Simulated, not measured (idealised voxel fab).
process module | voxel self aligned vias
cross-section cut | 235 nm wide | cells 5 nm
A cross-section is a grid of square cells, given in bands from the top down. A band is one or more rows of cells.
Each band's line starts with the height of the band's top and of its bottom, in nm. Then come its materials from left to right, each with its width in nm. One material with "throughout" fills the band from edge to edge. "air" is empty space.
Height 0 is the level under which the wafer as received is all one material. The lowest band goes on downwards, as in "0 down".
A width such as "30 to 40" changes by the same amount from each row of cells to the next, from the band's top row to its bottom row.
"no change" after a step means that no cell of the cross-section changed.
closed voids: empty space of 8 cells or more with no open way to the top, each as width x height at its distance from the left edge, in nm
after a step's settings: what the simulator itself notes on the step
overlay nm, on a step with a mask: how far to the right of its planned place the mask lay; to the left if negative
plan
1 op RECEIVE | material Si
2 op CONFORMAL_DEP | material SiO2 | thk nm 10
3 op CONFORMAL_DEP | material SiCN | thk nm 5
4 op DIRECTIONAL_DEP | material SiO2 | thk nm 20
5 op MASKED_ETCH | tone open | mask id LINES | width nm 25 | pitch nm 70 | etch materials SiO2 | depth nm 20 | overlay nm 0
6 op CONFORMAL_DEP | material TiN | thk nm 5
7 op FILL_DEP | material W | thk nm 10
8 op CMP | height nm 35
9 op SELECTIVE_ETCH | etch materials W Ru TiN | depth nm 5
10 op FILL_DEP | material SiN | thk nm 5
11 op CMP | height nm 35
12 op DIRECTIONAL_DEP | material SiO2 | thk nm 15
13 op MASKED_ETCH | tone open | mask id VIAS | width nm 45 | pitch nm 70 | etch materials SiO2 | depth nm 15 | overlay nm 0
14 op MASKED_ETCH | tone open | mask id VIAS | width nm 45 | pitch nm 70 | etch materials SiN | depth nm 5 | overlay nm 0
15 op CONFORMAL_DEP | material TiN | thk nm 5
16 op FILL_DEP | material W | thk nm 10
17 op CMP | height nm 50
18 op CONFORMAL_DEP | material SiN | thk nm 5
first wafer, as planned
as received, after step 1
  0 down: Si throughout
  closed voids: none
after step 2
  10 to 0: SiO2 throughout
  below 0: unchanged
after step 3
  15 to 10: SiCN throughout
  below 10: unchanged
after step 4
  35 to 15: SiO2 throughout
  below 15: unchanged
after step 5
  35 to 15: SiO2 70 | air 25 | SiO2 45 | air 25 | SiO2 70
  below 15: unchanged
after step 6
  40 to 35: TiN 75 | air 15 | TiN 55 | air 15 | TiN 75
  35 to 20: SiO2 70 | TiN 5 | air 15 | TiN 5 | SiO2 45 | TiN 5 | air 15 | TiN 5 | SiO2 70
  20 to 15: SiO2 70 | TiN 25 | SiO2 45 | TiN 25 | SiO2 70
  below 15: unchanged
after step 7
  50 to 40: W throughout
  40 to 35: TiN 75 | W 15 | TiN 55 | W 15 | TiN 75
  35 to 20: SiO2 70 | TiN 5 | W 15 | TiN 5 | SiO2 45 | TiN 5 | W 15 | TiN 5 | SiO2 70
  below 20: unchanged
after step 8
  35 to 20: SiO2 70 | TiN 5 | W 15 | TiN 5 | SiO2 45 | TiN 5 | W 15 | TiN 5 | SiO2 70
  below 20: unchanged
after step 9
  35 to 30: SiO2 70 | air 25 | SiO2 45 | air 25 | SiO2 70
  below 30: unchanged
after step 10
  40 to 35: SiN throughout
  35 to 30: SiO2 70 | SiN 25 | SiO2 45 | SiN 25 | SiO2 70
  below 30: unchanged
after step 11
  35 to 30: SiO2 70 | SiN 25 | SiO2 45 | SiN 25 | SiO2 70
  below 30: unchanged
after step 12
  50 to 35: SiO2 throughout
  below 35: unchanged
after step 13
  50 to 35: SiO2 60 | air 45 | SiO2 25 | air 45 | SiO2 60
  below 35: unchanged
after step 14
  50 to 35: SiO2 60 | air 45 | SiO2 25 | air 45 | SiO2 60
  35 to 30: SiO2 70 | air 25 | SiO2 45 | air 25 | SiO2 70
  below 30: unchanged
after step 15
  55 to 50: TiN 65 | air 35 | TiN 35 | air 35 | TiN 65
  50 to 40: SiO2 60 | TiN 5 | air 35 | TiN 5 | SiO2 25 | TiN 5 | air 35 | TiN 5 | SiO2 60
  40 to 35: SiO2 60 | TiN 15 | air 15 | TiN 15 | SiO2 25 | TiN 15 | air 15 | TiN 15 | SiO2 60
  35 to 30: SiO2 70 | TiN 25 | SiO2 45 | TiN 25 | SiO2 70
  below 30: unchanged
after step 16
  65 to 55: W throughout
  55 to 50: TiN 65 | W 35 | TiN 35 | W 35 | TiN 65
  50 to 40: SiO2 60 | TiN 5 | W 35 | TiN 5 | SiO2 25 | TiN 5 | W 35 | TiN 5 | SiO2 60
  40 to 35: SiO2 60 | TiN 15 | W 15 | TiN 15 | SiO2 25 | TiN 15 | W 15 | TiN 15 | SiO2 60
  below 35: unchanged
after step 17
  50 to 40: SiO2 60 | TiN 5 | W 35 | TiN 5 | SiO2 25 | TiN 5 | W 35 | TiN 5 | SiO2 60
  below 40: unchanged
after step 18
  55 to 50: SiN throughout
  below 50: unchanged
second wafer: like start, like plan, one mistake. Through step 12 it matches the first wafer
when step 13 should have ended
  50 to 35: SiO2 70 | air 45 | SiO2 25 | air 45 | SiO2 50
  below 35: unchanged
when step 14 should have ended
  50 to 35: SiO2 70 | air 45 | SiO2 25 | air 45 | SiO2 50
  35 to 30: SiO2 70 | air 25 | SiO2 45 | air 25 | SiO2 70
  below 30: unchanged
when step 15 should have ended
  55 to 50: TiN 75 | air 35 | TiN 35 | air 35 | TiN 55
  50 to 40: SiO2 70 | TiN 5 | air 35 | TiN 5 | SiO2 25 | TiN 5 | air 35 | TiN 5 | SiO2 50
  40 to 35: SiO2 70 | TiN 5 | air 15 | TiN 25 | SiO2 25 | TiN 5 | air 15 | TiN 25 | SiO2 50
  35 to 30: SiO2 70 | TiN 25 | SiO2 45 | TiN 25 | SiO2 70
  below 30: unchanged
when step 16 should have ended
  65 to 55: W throughout
  55 to 50: TiN 75 | W 35 | TiN 35 | W 35 | TiN 55
  50 to 40: SiO2 70 | TiN 5 | W 35 | TiN 5 | SiO2 25 | TiN 5 | W 35 | TiN 5 | SiO2 50
  40 to 35: SiO2 70 | TiN 5 | W 15 | TiN 25 | SiO2 25 | TiN 5 | W 15 | TiN 25 | SiO2 50
  below 35: unchanged
when step 17 should have ended
  50 to 40: SiO2 70 | TiN 5 | W 35 | TiN 5 | SiO2 25 | TiN 5 | W 35 | TiN 5 | SiO2 50
  below 40: unchanged
when step 18 should have ended
  55 to 50: SiN throughout
  below 50: unchanged
what went wrong: step 13 ran as: op MASKED_ETCH | tone open | mask id VIAS | width nm 45 | pitch nm 70 | etch materials SiO2 | depth nm 15 | overlay nm 10
at the end the second wafer has, in cells: as many of each material as the first, in other places
